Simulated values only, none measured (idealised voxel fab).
Documented hereafter: the process module known as voxel tone inversion.
Cross-sectional view cut (width: 220 nm; square cell size: 5 nm).
Cross-section format: a grid of square cells, given as bands from top to bottom; each band is one or more rows of cells. First you get the band's top height and its bottom height, in nm, and then the materials it's made of, left to right, with each width in nm. If you see a single material with "edge to edge", that one covers the band edge to edge. "empty" is empty space. Heads up on the height convention: 0 is the point under which the incoming wafer is all one material, and the lowest band has no bottom, it just keeps going down, like "0 down". The notation "30..40" denotes a width that varies across the rows of cells in the band, beginning at the first number in the top row, finishing at the second number in the bottom row, and changing by an identical amount from each row to the next. Where the words "remained unchanged" appear for a step, the cross-section shows no cell changed by that step; every cell remained as before. Under "Entrapped voids" you'll find the enclosed gaps, the ones with no way out to the top, that are 8 cells or bigger; each reads width x height at distance, with distance counted from the left edge, everything in nm. after a step's settings: what the simulator itself notes on the step. overlay nm: mask right of planned place by this much (step with mask). Neg. = left.

List of planned process steps:
1 RECEIVE, material Si
2 CONFORMAL_DEP, material SiN, thk nm 5
3 DIRECTIONAL_DEP, material polySi, thk nm 20
4 PATTERN, tone cover, mask id POSTS, material resist, width nm 15, pitch nm 45, thk nm 25, overlay nm 0
5 DIRECTIONAL_ETCH, etch materials polySi, depth nm 20
6 STRIP, etch materials resist
7 FILL_DEP, material lowk, thk nm 10
8 CMP, height nm 25
9 STRIP, etch materials polySi
The plan's step 4 width nm is the first wafer's value; the wafers differ in this setting and start identical.

First of several wafers (as received, post step 1), cross-sectional view:
  0 down  Si edge to edge
  Entrapped voids: none

End of module, by wafer: material-by-material cell gain (+) or loss (-) since receipt, then closed voids:
width nm 15 | +44 SiN | +128 lowk | Entrapped voids: none
width nm 20 | +44 SiN | +112 lowk | Entrapped voids: none
width nm 25 | +44 SiN | +96 lowk | Entrapped voids: none
width nm 30 | +44 SiN | +80 lowk | Entrapped voids: none
